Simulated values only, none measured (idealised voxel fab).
Title: Process Module voxel self aligned contacts
Cross-section cut: width 260 nm, square cells of 5 nm.
Square cells in a grid make up a cross-section in this document, and the grid is given as bands, listed from the top down, each one or more rows of cells. Band: top and bottom heights (nm) first, top before bottom; then materials from left to right, widths in nm. "edge to edge" marks a sole material filling the band edge to edge. "empty" denotes empty space. Basically, 0 is our baseline, since under it the wafer straight out of the box is all one material. The bottom band has no lower end and keeps on going down, so it looks like "z 0 and below". So if you see something like "30..40" for the width, read it as the top row of the band sitting at the first number and the bottom row at the second, with every row in between moving by the same amount as the last. Key: "identical to before" - step with no changed cell in the cross-section. You'll see "Unvented internal voids" listing empty spaces that have no way open to the top, as long as they're 8 cells or more; the notation is width x height at distance, where the distance is from the left edge, and all of it is in nm. Whatever follows a step's settings on its line is a remark the simulator itself makes about that step. The line of a step may include "overlay nm". On a step with a mask, this value is how far to the right of its planned place the mask lay. A negative value means the mask lay to the left.

plan
1,RECEIVE (material Si)
2,OXIDIZE (depth nm 5)
3,DIRECTIONAL_DEP (material polySi; thk nm 25)
4,DIRECTIONAL_DEP (material SiN; thk nm 25)
5,MASKED_ETCH (tone cover; mask id GATE; width nm 30; pitch nm 75; etch materials SiN; depth nm 25; overlay nm 0)
6,MASKED_ETCH (tone cover; mask id GATE; width nm 30; pitch nm 75; etch materials polySi; depth nm 25; overlay nm 0)
7,CONFORMAL_DEP (material SiN; thk nm 10)
8,DIRECTIONAL_ETCH (etch materials SiN; depth nm 10)
9,FILL_DEP (material SiO2; thk nm 15)
10,CMP (height nm 60)
11,DIRECTIONAL_DEP (material aC; thk nm 10)
12,PATTERN (tone open; mask id CONTACT; material resist; width nm 55; pitch nm 75; thk nm 30; overlay nm 0)
13,DIRECTIONAL_ETCH (etch materials aC; depth nm 10)
14,STRIP (etch materials resist)
15,DIRECTIONAL_ETCH (etch materials SiO2; depth nm 65)
16,STRIP (etch materials aC)
17,CONFORMAL_DEP (material TiN; thk nm 5)
18,FILL_DEP (material Ru; thk nm 10)
19,CMP (height nm 60)
20,CONFORMAL_DEP (material SiCN; thk nm 5)

As-received wafer cross-section (after step 1)
	z 0 and below: Si edge to edge
	Unvented internal voids: none

Below is the wafer in cross-section after the module was completed. It began from the starting point shown above and followed the plan shown above, except that one mistake was made while running it
	z 65 to 60: SiCN edge to edge
	z 60 to 50: 65 nm SiO2 / 5..20 nm TiN / 45..15 nm Ru / 5..20 nm TiN / 20 nm SiO2 / 5..20 nm TiN / 45..15 nm Ru / 5..20 nm TiN / 65 nm SiO2
	z 50 to 25: 30 nm SiO2 / 50 nm SiN / 5 nm TiN / 15 nm Ru / 5 nm TiN / 50 nm SiN / 5 nm TiN / 15 nm Ru / 5 nm TiN / 50 nm SiN / 30 nm SiO2
	z 25 to 10: 30 nm SiO2 / 10 nm SiN / 30 nm polySi / 10 nm SiN / 5 nm TiN / 15 nm Ru / 5 nm TiN / 10 nm SiN / 30 nm polySi / 10 nm SiN / 5 nm TiN / 15 nm Ru / 5 nm TiN / 10 nm SiN / 30 nm polySi / 10 nm SiN / 30 nm SiO2
	z 10 to 5: 30 nm SiO2 / 10 nm SiN / 30 nm polySi / 10 nm SiN / 25 nm TiN / 10 nm SiN / 30 nm polySi / 10 nm SiN / 25 nm TiN / 10 nm SiN / 30 nm polySi / 10 nm SiN / 30 nm SiO2
	z 5 to 0: 30 nm SiO2 / 10 nm SiN / 30 nm polySi / 10 nm SiN / 25 nm SiO2 / 10 nm SiN / 30 nm polySi / 10 nm SiN / 25 nm SiO2 / 10 nm SiN / 30 nm polySi / 10 nm SiN / 30 nm SiO2
	z 0 to -5: SiO2 edge to edge
	z -5 and below: Si edge to edge
	Unvented internal voids: none
Processing error: planned and actual differ for step 15; actual: DIRECTIONAL_ETCH (etch materials SiO2; depth nm 55)
